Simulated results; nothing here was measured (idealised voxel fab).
Proc. module: voxel self aligned vias
Square cell edge 5 nm, section width 205 nm, ID cut.
Cross-section spec: square-cell grid; bands listed top down; each band is one or more rows. Heights first: top, then bottom, in nm. Then materials, left to right, each with a width in nm. "throughout" on a single material: fills the band edge to edge. "blank": empty space. The level at which height equals 0 is the one under which the wafer, as it arrives, is entirely one material. No lower edge exists for the bottom band, which continues downward and is notated as in "z 0 and below". Top row gets the first number, bottom row gets the second, and each row in between changes by the same step: that is how a band width like "30..40" works. Step note "no change occurred" = no cross-section cell changed. "Enclosed voids" specifies each empty space that is not open to the top and that occupies no fewer than 8 cells, using the form width x height at distance, the distance measured from the left edge and all three quantities in nm. Anything after a step's settings on that line? It's the simulator's own note about the step. The setting "overlay nm" may be written on the line of a step. When the step uses a mask, the value reports how far to the right of the planned place the mask lay, and a negative value reports that it lay to the left.

PROCESS STEPS FORESEEN IN THE PLAN
| 1 | op RECEIVE | material Si |
| 2 | op CONFORMAL_DEP | material SiO2 | thk nm 10 |
| 3 | op CONFORMAL_DEP | material SiCN | thk nm 5 |
| 4 | op DIRECTIONAL_DEP | material lowk | thk nm 20 |
| 5 | op DIRECTIONAL_DEP | material aC | thk nm 10 |
| 6 | op PATTERN | tone open | mask id LINES | material resist | width nm 30 | pitch nm 80 | thk nm 30 | overlay nm 0 |
| 7 | op DIRECTIONAL_ETCH | etch materials aC | depth nm 10 |
| 8 | op STRIP | etch materials resist |
| 9 | op DIRECTIONAL_ETCH | etch materials lowk | depth nm 20 |
| 10 | op STRIP | etch materials aC |
| 11 | op CONFORMAL_DEP | material TiN | thk nm 5 |
| 12 | op FILL_DEP | material Ru | thk nm 5 |
| 13 | op CMP | height nm 35 |
| 14 | op SELECTIVE_ETCH | etch materials W Ru TiN | depth nm 10 |
| 15 | op FILL_DEP | material SiN | thk nm 10 |
| 16 | op CMP | height nm 35 |
| 17 | op DIRECTIONAL_DEP | material lowk | thk nm 15 |
| 18 | op DIRECTIONAL_DEP | material aC | thk nm 10 |
| 19 | op PATTERN | tone open | mask id VIAS | material resist | width nm 50 | thk nm 30 | overlay nm 0 |
| 20 | op DIRECTIONAL_ETCH | etch materials aC | depth nm 10 |
| 21 | op STRIP | etch materials resist |
| 22 | op DIRECTIONAL_ETCH | etch materials lowk | depth nm 15 |
| 23 | op DIRECTIONAL_ETCH | etch materials SiN | depth nm 10 |
| 24 | op STRIP | etch materials aC |
| 25 | op CONFORMAL_DEP | material TiN | thk nm 5 |
| 26 | op FILL_DEP | material W | thk nm 10 |
| 27 | op CMP | height nm 50 |
| 28 | op CONFORMAL_DEP | material SiN | thk nm 5 |

CROSS-SECTION OF THE WAFER AT RECEIPT, WHICH IS THE CONDITION AFTER STEP 1
* z 0 and below = Si throughout
* Enclosed voids: none

THE MODULE WAS RUN FROM THE START SHOWN ABOVE USING THE PLAN SHOWN ABOVE, BUT ONE MISTAKE WAS MADE DOING IT; THE RESULTING WAFER CROSS-SECTION IS BELOW
* z 55 to 50 = SiN throughout
* z 50 to 35 = lowk: 35, then TiN: 5, then W: 40, then TiN: 5, then lowk: 120
* z 35 to 30 = lowk: 35, then TiN: 5, then W: 40, then TiN: 5, then lowk: 40, then SiN: 30, then lowk: 50
* z 30 to 25 = lowk: 35, then TiN: 50, then lowk: 40, then SiN: 30, then lowk: 50
* z 25 to 20 = lowk: 35, then TiN: 15, then Ru: 20, then TiN: 15, then lowk: 40, then TiN: 5, then Ru: 20, then TiN: 5, then lowk: 50
* z 20 to 15 = lowk: 45, then TiN: 30, then lowk: 50, then TiN: 30, then lowk: 50
* z 15 to 10 = SiCN throughout
* z 10 to 0 = SiO2 throughout
* z 0 and below = Si throughout
* Enclosed voids: none
Run error: step 22 was run twice
